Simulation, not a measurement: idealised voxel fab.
Title: Process Module voxel self aligned vias
The width of the displayed cross-section, cut, is 255 nm; its cells are square, with a size of 5 nm.
Cross-section format: a grid of square cells, given as bands from top to bottom; each band is one or more rows of cells.
Look at the band entry: it leads with the top's height and the bottom's height in nm. Then it lists the materials left to right, with a width in nm for each. The word "full width" on a single material says that material fills the band edge to edge. The word "empty" is empty space.
Heads up on the height convention: 0 is the point under which the incoming wafer is all one material, and the lowest band has no bottom, it just keeps going down, like "0 nm and below".
A width given as "30..40" starts at the first number in the band's top row and ends at the second number in its bottom row, shifting by an equal amount at every step from row to row.
"no change" after a step means that no cell of the cross-section changed.
Empty spaces without an open route to the top, at least 8 cells in extent, make up the entry "Closed void listing"; each is given as width x height at distance, where the distance is measured from the left edge, and all are in nm.
If you see something after the settings on a step's line, that's the simulator's own remark about that step.
overlay nm: mask right of planned place by this much (step with mask). Neg. = left.

Process steps - plan
1 RECEIVE [material Si]
2 CONFORMAL_DEP [material SiO2] [thk nm 10]
3 CONFORMAL_DEP [material SiCN] [thk nm 5]
4 DIRECTIONAL_DEP [material SiO2] [thk nm 25]
5 MASKED_ETCH [tone open] [mask id LINES] [width nm 25] [pitch nm 60] [etch materials SiO2] [depth nm 25] [overlay nm 0]
6 CONFORMAL_DEP [material TiN] [thk nm 5]
7 FILL_DEP [material W] [thk nm 5]
8 CMP [height nm 40]
9 SELECTIVE_ETCH [etch materials W Ru TiN] [depth nm 10]
10 FILL_DEP [material SiN] [thk nm 10]
11 CMP [height nm 40]
12 DIRECTIONAL_DEP [material SiO2] [thk nm 20]
13 MASKED_ETCH [tone open] [mask id VIAS] [width nm 45] [pitch nm 120] [etch materials SiO2] [depth nm 20] [overlay nm 0]
14 MASKED_ETCH [tone open] [mask id VIAS] [width nm 45] [pitch nm 120] [etch materials SiN] [depth nm 10] [overlay nm 0]
15 CONFORMAL_DEP [material TiN] [thk nm 5]
16 FILL_DEP [material Cu] [thk nm 5]
17 CMP [height nm 60]
18 CONFORMAL_DEP [material SiCN] [thk nm 5]

As received (post step 1): cross-section
    0 nm and below  Si full width
    Closed void listing: none

Here's the cross-section of the first of our two wafers at the end of the module - it ran as planned
    65 nm to 60 nm  SiCN full width
    60 nm to 45 nm  SiO2 45 nm, then TiN 5 nm, then Cu 35 nm, then TiN 5 nm, then SiO2 75 nm, then TiN 5 nm, then Cu 35 nm, then TiN 5 nm, then SiO2 45 nm
    45 nm to 40 nm  SiO2 45 nm, then TiN 15 nm, then Cu 15 nm, then TiN 15 nm, then SiO2 75 nm, then TiN 15 nm, then Cu 15 nm, then TiN 15 nm, then SiO2 45 nm
    40 nm to 35 nm  SiO2 55 nm, then TiN 5 nm, then Cu 15 nm, then TiN 5 nm, then SiO2 35 nm, then SiN 25 nm, then SiO2 35 nm, then TiN 5 nm, then Cu 15 nm, then TiN 5 nm, then SiO2 55 nm
    35 nm to 30 nm  SiO2 55 nm, then TiN 25 nm, then SiO2 35 nm, then SiN 25 nm, then SiO2 35 nm, then TiN 25 nm, then SiO2 55 nm
    30 nm to 20 nm  SiO2 55 nm, then TiN 5 nm, then W 15 nm, then TiN 5 nm, then SiO2 35 nm, then TiN 5 nm, then W 15 nm, then TiN 5 nm, then SiO2 35 nm, then TiN 5 nm, then W 15 nm, then TiN 5 nm, then SiO2 55 nm
    20 nm to 15 nm  SiO2 55 nm, then TiN 25 nm, then SiO2 35 nm, then TiN 25 nm, then SiO2 35 nm, then TiN 25 nm, then SiO2 55 nm
    15 nm to 10 nm  SiCN full width
    10 nm to 0 nm  SiO2 full width
    0 nm and below  Si full width
    Closed void listing: none

Wafer two (of two), end-of-module cross-section: start = wafer one, plan = wafer one, one run mistake
    65 nm to 60 nm  SiCN full width
    60 nm to 45 nm  SiO2 45 nm, then TiN 5 nm, then Cu 40 nm, then TiN 5 nm, then SiO2 70 nm, then TiN 5 nm, then Cu 40 nm, then TiN 5 nm, then SiO2 40 nm
    45 nm to 40 nm  SiO2 45 nm, then TiN 15 nm, then Cu 15 nm, then TiN 20 nm, then SiO2 70 nm, then TiN 15 nm, then Cu 15 nm, then TiN 20 nm, then SiO2 40 nm
    40 nm to 35 nm  SiO2 55 nm, then TiN 5 nm, then Cu 15 nm, then TiN 5 nm, then SiO2 35 nm, then SiN 25 nm, then SiO2 35 nm, then TiN 5 nm, then Cu 15 nm, then TiN 5 nm, then SiO2 55 nm
    35 nm to 30 nm  SiO2 55 nm, then TiN 25 nm, then SiO2 35 nm, then SiN 25 nm, then SiO2 35 nm, then TiN 25 nm, then SiO2 55 nm
    30 nm to 20 nm  SiO2 55 nm, then TiN 5 nm, then W 15 nm, then TiN 5 nm, then SiO2 35 nm, then TiN 5 nm, then W 15 nm, then TiN 5 nm, then SiO2 35 nm, then TiN 5 nm, then W 15 nm, then TiN 5 nm, then SiO2 55 nm
    20 nm to 15 nm  SiO2 55 nm, then TiN 25 nm, then SiO2 35 nm, then TiN 25 nm, then SiO2 35 nm, then TiN 25 nm, then SiO2 55 nm
    15 nm to 10 nm  SiCN full width
    10 nm to 0 nm  SiO2 full width
    0 nm and below  Si full width
    Closed void listing: none
Short version of what went wrong: step 13 went in with a setting other than planned; the actual run was MASKED_ETCH [tone open] [mask id VIAS] [width nm 50] [pitch nm 120] [etch materials SiO2] [depth nm 20] [overlay nm 0]
Final cells, second wafer relative to first, materials higher or lower: Cu +6 | SiO2 -8 | TiN +2
